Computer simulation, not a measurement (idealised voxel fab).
The process module that follows is named voxel capacitor over wiring.
cross-section cut | 255 nm wide | cells 5 nm
In what follows, cross-sections appear as grids of square cells, described through bands that run from the top down, where every band is one or more rows of cells. Quick guide to a band line: top height, bottom height (nm) up front; then every material left to right with its width in nm. Only one material and it's marked "all across"? Then it fills the band edge to edge. And "empty" just means empty space. Basically, 0 is our baseline, since under it the wafer straight out of the box is all one material. The bottom band has no lower end and keeps on going down, so it looks like "top 0, no bottom". Think of "30->40" as a width that walks from the first number to the second as you go down the band, top row to bottom row, taking equal-sized steps from row to row. Reading "no change occurred" for a step: not a cell of the cross-section changed in it. Listed in "Closed-off voids": every empty space of 8 or more cells without an open way to the top. Form: width x height at distance, the distance being from the left edge, all in nm. Text after the settings on a step's line: the simulator's own remark on that step. overlay nm: on a step with a mask, how far right of its planned place the mask lay; negative means left.
-- So here's the lineup of process steps we planned
| 1 | RECEIVE, material Si |
| 2 | CONFORMAL_DEP, material SiO2, thk nm 15 |
| 3 | DIRECTIONAL_DEP, material TiN, thk nm 5 |
| 4 | DIRECTIONAL_DEP, material W, thk nm 20 |
| 5 | MASKED_ETCH, tone cover, mask id METAL_1, width nm 20, pitch nm 85, etch materials W, depth nm 20, overlay nm 0 |
| 6 | MASKED_ETCH, tone cover, mask id METAL_1, width nm 20, pitch nm 85, etch materials TiN, depth nm 5, overlay nm 0 |
| 7 | FILL_DEP, material lowk, thk nm 5 |
| 8 | CMP, height nm 40 |
| 9 | CONFORMAL_DEP, material SiCN, thk nm 5 |
| 10 | DIRECTIONAL_DEP, material lowk, thk nm 10 |
| 11 | DIRECTIONAL_DEP, material aC, thk nm 10 |
| 12 | PATTERN, tone open, mask id PLUG_1, material resist, width nm 15, thk nm 30, overlay nm 0 |
| 13 | DIRECTIONAL_ETCH, etch materials aC, depth nm 10 |
| 14 | STRIP, etch materials resist |
| 15 | DIRECTIONAL_ETCH, etch materials lowk, depth nm 10 |
| 16 | DIRECTIONAL_ETCH, etch materials SiCN, depth nm 5 |
| 17 | STRIP, etch materials aC |
| 18 | EPI, material Ru, thk nm 10 |
| 19 | EPI, material Ru, thk nm 5 |
| 20 | DIRECTIONAL_DEP, material TiN, thk nm 10 |
| 21 | DIRECTIONAL_DEP, material Al2O3, thk nm 5 |
| 22 | DIRECTIONAL_DEP, material TiN, thk nm 5 |
| 23 | DIRECTIONAL_DEP, material aC, thk nm 10 |
| 24 | PATTERN, tone cover, mask id UPPER_PLATE, material resist, width nm 70, thk nm 25, overlay nm 0 |
| 25 | DIRECTIONAL_ETCH, etch materials aC, depth nm 10 |
| 26 | STRIP, etch materials resist |
| 27 | DIRECTIONAL_ETCH, etch materials TiN, depth nm 5 |
| 28 | DIRECTIONAL_ETCH, etch materials Al2O3, depth nm 5 |
| 29 | STRIP, etch materials aC |
| 30 | DIRECTIONAL_DEP, material aC, thk nm 15 |
| 31 | PATTERN, tone cover, mask id LOWER_PLATE, material resist, width nm 80, thk nm 35, overlay nm -15 |
| 32 | DIRECTIONAL_ETCH, etch materials aC, depth nm 15 |
| 33 | STRIP, etch materials resist |
| 34 | DIRECTIONAL_ETCH, etch materials TiN, depth nm 10 |
| 35 | STRIP, etch materials aC |
| 36 | FILL_DEP, material SiO2, thk nm 15 |
| 37 | CMP, height nm 85 |
| 38 | MASKED_ETCH, tone open, mask id PLUG_2, width nm 15, etch materials SiO2, depth nm 10, overlay nm 0 |
| 39 | CONFORMAL_DEP, material TiN, thk nm 5 |
| 40 | FILL_DEP, material W, thk nm 5 |
| 41 | CMP, height nm 85 |
| 42 | CONFORMAL_DEP, material SiN, thk nm 5 |
It is noted that the wafers described herein are identical at the outset and are distinguished by the overlay nm of step 31; the value stated in the plan corresponds to the first wafer.
-- First of several wafers, received after step 1, in cross-section
top 0, no bottom | Si all across
Closed-off voids: none
-- The table below has one row for each wafer; a row shows, as of the end of the module, how many cells of each material the wafer has gained, marked (+), or lost, marked (-), since it was received, and then the wafer's closed voids
overlay nm -15 | +14 Al2O3 | +9 Ru | +48 SiCN | +51 SiN | +391 SiO2 | +61 TiN | +33 W | +311 lowk | Closed-off voids: none
overlay nm -10 | +14 Al2O3 | +9 Ru | +48 SiCN | +51 SiN | +392 SiO2 | +60 TiN | +33 W | +311 lowk | Closed-off voids: none
overlay nm -5 | +14 Al2O3 | +9 Ru | +48 SiCN | +51 SiN | +393 SiO2 | +59 TiN | +33 W | +311 lowk | Closed-off voids: none
overlay nm 0 | +14 Al2O3 | +9 Ru | +48 SiCN | +51 SiN | +393 SiO2 | +59 TiN | +33 W | +311 lowk | Closed-off voids: none
overlay nm 5 | +14 Al2O3 | +9 Ru | +48 SiCN | +51 SiN | +393 SiO2 | +59 TiN | +33 W | +311 lowk | Closed-off voids: none
overlay nm 10 | +14 Al2O3 | +9 Ru | +48 SiCN | +51 SiN | +392 SiO2 | +60 TiN | +33 W | +311 lowk | Closed-off voids: none
overlay nm 15 | +14 Al2O3 | +9 Ru | +48 SiCN | +51 SiN | +391 SiO2 | +61 TiN | +33 W | +311 lowk | Closed-off voids: none
